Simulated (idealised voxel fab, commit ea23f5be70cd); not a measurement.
The document below concerns the process module designated voxel ribs on slabs.
Square cells of 5 nm make up the cross-section cut, whose width is 175 nm.
For the purposes of this document, a cross-section shall be understood as a grid of square cells, specified as bands listed in top-to-bottom order, each band consisting of one or more rows of cells.
This entry defines a band. It first specifies the height of the band's top and the height of its bottom in nm, and then specifies the band's materials from left to right, stating each material with its width in nm. The word "throughout" identifies a single material that fills the band from edge to edge, while the word "blank" identifies empty space.
Note: height 0 marks the level under which the wafer is uniformly one material as received. Lowest band unbounded below, written "z 0 and below".
A two-number width, for instance "30->40", indicates that the width is equal to the first number in the top row of the band and to the second number in the bottom row, and that it changes by a constant amount per row of cells.
"identical to before" for a step: no cell of the cross-section changed in that step.
The label "Voids lacking openings" introduces a list of the empty spaces, 8 cells or larger, that have no open way up to the top; each entry in it reads width x height at distance, where the distance is taken from the left edge and all three are stated in nm.
Post-settings text on a step line: simulator's own remark regarding the step.
A step's line can hold "overlay nm"; with a mask on that step, the setting says how far right of the planned place the mask lay, while a negative setting says it lay to the left.

## So here's the lineup of process steps we planned
1) RECEIVE: material Si
2) DIRECTIONAL_DEP: material SiO2, thk nm 30
3) DIRECTIONAL_DEP: material SiN, thk nm 20
4) MASKED_ETCH: tone cover, mask id RIB, width nm 25, etch materials SiN, depth nm 5, overlay nm 0
5) PATTERN: tone cover, mask id SLAB, material resist, width nm 85, thk nm 15, overlay nm 0
6) DIRECTIONAL_ETCH: etch materials SiN, depth nm 15
7) STRIP: etch materials resist
8) FILL_DEP: material SiO2, thk nm 20
9) CMP: height nm 60
10) DIRECTIONAL_DEP: material W, thk nm 5
11) DIRECTIONAL_DEP: material aC, thk nm 10
12) PATTERN: tone cover, mask id HEATER, material resist, width nm 35, thk nm 30, overlay nm 0
13) DIRECTIONAL_ETCH: etch materials aC, depth nm 10
14) STRIP: etch materials resist
15) DIRECTIONAL_ETCH: etch materials W, depth nm 5
16) STRIP: etch materials aC
17) CONFORMAL_DEP: material SiN, thk nm 5

## Delivered wafer in cross-section: state after step 1
> z 0 and below: Si throughout
> Voids lacking openings: none

## Figure: cross-sectional view of the wafer upon completion of the module, processed from the initial state and according to the plan depicted above, with one error introduced during execution
> z 70 to 65: 65 of blank  45 of SiN  65 of blank
> z 65 to 60: 70 of SiN  35 of W  70 of SiN
> z 60 to 45: SiO2 throughout
> z 45 to 35: 45 of SiN  85 of SiO2  45 of SiN
> z 35 to 30: 45 of SiN  30 of SiO2  25 of SiN  30 of SiO2  45 of SiN
> z 30 to 0: SiO2 throughout
> z 0 and below: Si throughout
> Voids lacking openings: none
What went wrong in running the wafer? so step 5 ended up running with a different setting than we planned, it ran as PATTERN: tone open, mask id SLAB, material resist, width nm 85, thk nm 15, overlay nm 0
